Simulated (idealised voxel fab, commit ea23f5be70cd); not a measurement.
Proc. module: voxel transistor to metal
Cross-section cut: width 195 nm, square cells of 5 nm.
A cross-section is written here as square cells arranged in a grid, and it is given in bands from the top down, each band taking up one or more rows of cells.
First you get the band's top height and its bottom height, in nm, and then the materials it's made of, left to right, with each width in nm. If you see a single material with "edge to edge", that one covers the band edge to edge. "empty" is empty space.
Height 0 is the level under which the wafer as received is all one material. The lowest band goes on downwards, as in "0 down".
Note: "30 to 40" means the width goes from the first number (top row of the band) to the second number (bottom row) in equal steps per row of cells.
Basically "no modification" means that step didn't change any cell in the cross-section.
In the "Closed void entries" entry, you get each enclosed empty space of 8 cells or more, one with no open way to the top, written width x height at distance, distance from the left edge, in nm.
Text after the settings on a step's line: the simulator's own remark on that step.
overlay nm: on a step with a mask, how far right of its planned place the mask lay; negative means left.
-- plan
1: RECEIVE [material Si]
2: OXIDIZE [depth nm 5]
3: CONFORMAL_DEP [material SiN] [thk nm 10]
4: DIRECTIONAL_DEP [material aC] [thk nm 10]
5: PATTERN [tone cover] [mask id ACTIVE] [material resist] [width nm 115] [thk nm 30] [overlay nm 0]
6: DIRECTIONAL_ETCH [etch materials aC] [depth nm 10]
7: STRIP [etch materials resist]
8: DIRECTIONAL_ETCH [etch materials SiN] [depth nm 10]
9: DIRECTIONAL_ETCH [etch materials SiO2] [depth nm 5]
10: DIRECTIONAL_ETCH [etch materials Si] [depth nm 20]
11: STRIP [etch materials aC]
12: OXIDIZE [depth nm 5]
13: FILL_DEP [material SiO2] [thk nm 5]
14: CMP [height nm 10]
15: SELECTIVE_ETCH [etch materials SiO2] [depth nm 10]
16: STRIP [etch materials SiN]
17: SELECTIVE_ETCH [etch materials SiO2] [depth nm 5]
18: OXIDIZE [depth nm 5]
19: DIRECTIONAL_DEP [material polySi] [thk nm 30]
20: DIRECTIONAL_DEP [material SiCN] [thk nm 15]
21: PATTERN [tone cover] [mask id GATE] [material resist] [width nm 25] [thk nm 20] [overlay nm 0]
22: DIRECTIONAL_ETCH [etch materials SiCN] [depth nm 25]
23: DIRECTIONAL_ETCH [etch materials polySi] [depth nm 40]
24: STRIP [etch materials resist]
25: CONFORMAL_DEP [material SiO2] [thk nm 5]
26: DIRECTIONAL_ETCH [etch materials SiO2] [depth nm 5]
27: CONFORMAL_DEP [material SiN] [thk nm 5]
28: DIRECTIONAL_ETCH [etch materials SiN] [depth nm 5]
29: DIRECTIONAL_ETCH [etch materials SiO2] [depth nm 5]
30: DIRECTIONAL_ETCH [etch materials Si] [depth nm 10]
31: EPI [material nSi] [thk nm 10]
32: FILL_DEP [material SiO2] [thk nm 10]
33: CMP [height nm 25]
34: STRIP [etch materials polySi]
35: SELECTIVE_ETCH [etch materials SiO2] [depth nm 5]
36: CONFORMAL_DEP [material HfO2] [thk nm 5]
37: CONFORMAL_DEP [material TiN] [thk nm 5]
38: FILL_DEP [material W] [thk nm 10]
39: CMP [height nm 20]
40: DIRECTIONAL_DEP [material SiO2] [thk nm 10]
41: MASKED_ETCH [tone open] [mask id CONTACT] [width nm 20] [pitch nm 85] [etch materials SiO2] [depth nm 40] [overlay nm 0]
42: CONFORMAL_DEP [material TiN] [thk nm 5]
43: FILL_DEP [material W] [thk nm 5]
44: CMP [height nm 30]
45: CONFORMAL_DEP [material SiN] [thk nm 5]
46: DIRECTIONAL_DEP [material SiO2] [thk nm 20]
47: MASKED_ETCH [tone open] [mask id METAL_1] [width nm 20] [pitch nm 85] [etch materials SiO2] [depth nm 20] [overlay nm 0]
48: MASKED_ETCH [tone open] [mask id METAL_1] [width nm 20] [pitch nm 85] [etch materials SiN] [depth nm 5] [overlay nm 0]
49: CONFORMAL_DEP [material TiN] [thk nm 5]
50: FILL_DEP [material W] [thk nm 10]
51: CMP [height nm 55]
52: EPI [material Ru] [thk nm 5]
53: FILL_DEP [material SiCN] [thk nm 5]
54: DIRECTIONAL_DEP [material lowk] [thk nm 30]
55: DIRECTIONAL_DEP [material aC] [thk nm 15]
56: PATTERN [tone open] [mask id METAL_2_HOLES] [material resist] [width nm 15] [pitch nm 85] [thk nm 30] [overlay nm 0]
57: DIRECTIONAL_ETCH [etch materials aC] [depth nm 15]
58: STRIP [etch materials resist]
59: DIRECTIONAL_ETCH [etch materials lowk] [depth nm 30]
60: STRIP [etch materials aC]
61: MASKED_ETCH [tone open] [mask id METAL_2] [width nm 20] [pitch nm 85] [etch materials lowk] [depth nm 20] [overlay nm 0]
62: MASKED_ETCH [tone open] [mask id METAL_2] [width nm 20] [pitch nm 85] [etch materials SiCN] [depth nm 5] [overlay nm 0]
63: CONFORMAL_DEP [material TiN] [thk nm 5]
64: FILL_DEP [material Cu] [thk nm 10]
65: CMP [height nm 95]
66: CONFORMAL_DEP [material SiN] [thk nm 5]
-- Cross-section: wafer on arrival = after step 1
* 0 down = Si edge to edge
* Closed void entries: none
-- Figure: cross-sectional view of the wafer upon completion of the module, processed from the initial state and according to the plan depicted above, with one error introduced during execution
* 100 to 95 = SiN edge to edge
* 95 to 80 = lowk (45)  TiN (5)  Cu (10)  TiN (5)  lowk (65)  TiN (5)  Cu (10)  TiN (5)  lowk (45)
* 80 to 75 = lowk (45)  TiN (5)  Cu (5)  TiN (10)  lowk (65)  TiN (5)  Cu (5)  TiN (10)  lowk (45)
* 75 to 65 = lowk (45)  TiN (5)  Cu (5)  TiN (5)  lowk (70)  TiN (5)  Cu (5)  TiN (5)  lowk (50)
* 65 to 60 = SiCN (45)  TiN (15)  SiCN (70)  TiN (15)  SiCN (50)
* 60 to 55 = SiCN (40)  Ru (30)  SiCN (55)  Ru (30)  SiCN (40)
* 55 to 35 = SiO2 (45)  TiN (5)  W (10)  TiN (5)  SiO2 (65)  TiN (5)  W (10)  TiN (5)  SiO2 (45)
* 35 to 30 = SiN (45)  TiN (20)  SiN (65)  TiN (20)  SiN (45)
* 30 to 20 = SiO2 (45)  HfO2 (5)  W (10)  HfO2 (5)  SiO2 (65)  HfO2 (5)  W (10)  HfO2 (5)  SiO2 (45)
* 20 to 0 = SiO2 (45)  HfO2 (5)  W (10)  HfO2 (5)  SiO2 (10)  SiN (5)  HfO2 (5)  TiN (5)  W (15)  TiN (5)  HfO2 (5)  SiN (5)  SiO2 (10)  HfO2 (5)  W (10)  HfO2 (5)  SiO2 (45)
* 0 to -5 = SiO2 (45)  HfO2 (5)  W (10)  HfO2 (5)  nSi (10)  SiN (5)  HfO2 (5)  TiN (25)  HfO2 (5)  SiN (5)  nSi (10)  HfO2 (5)  W (10)  HfO2 (5)  SiO2 (45)
* -5 to -10 = SiO2 (45)  HfO2 (20)  nSi (10)  SiO2 (5)  HfO2 (35)  SiO2 (5)  nSi (10)  HfO2 (20)  SiO2 (45)
* -10 to -20 = SiO2 (45)  nSi (30)  Si (45)  nSi (30)  SiO2 (45)
* -20 to -30 = SiO2 (45)  Si (105)  SiO2 (45)
* -30 down = Si edge to edge
* Closed void entries: none
What was the processing mistake? step 42 changed vs plan, executed as CONFORMAL_DEP [material HfO2] [thk nm 5]
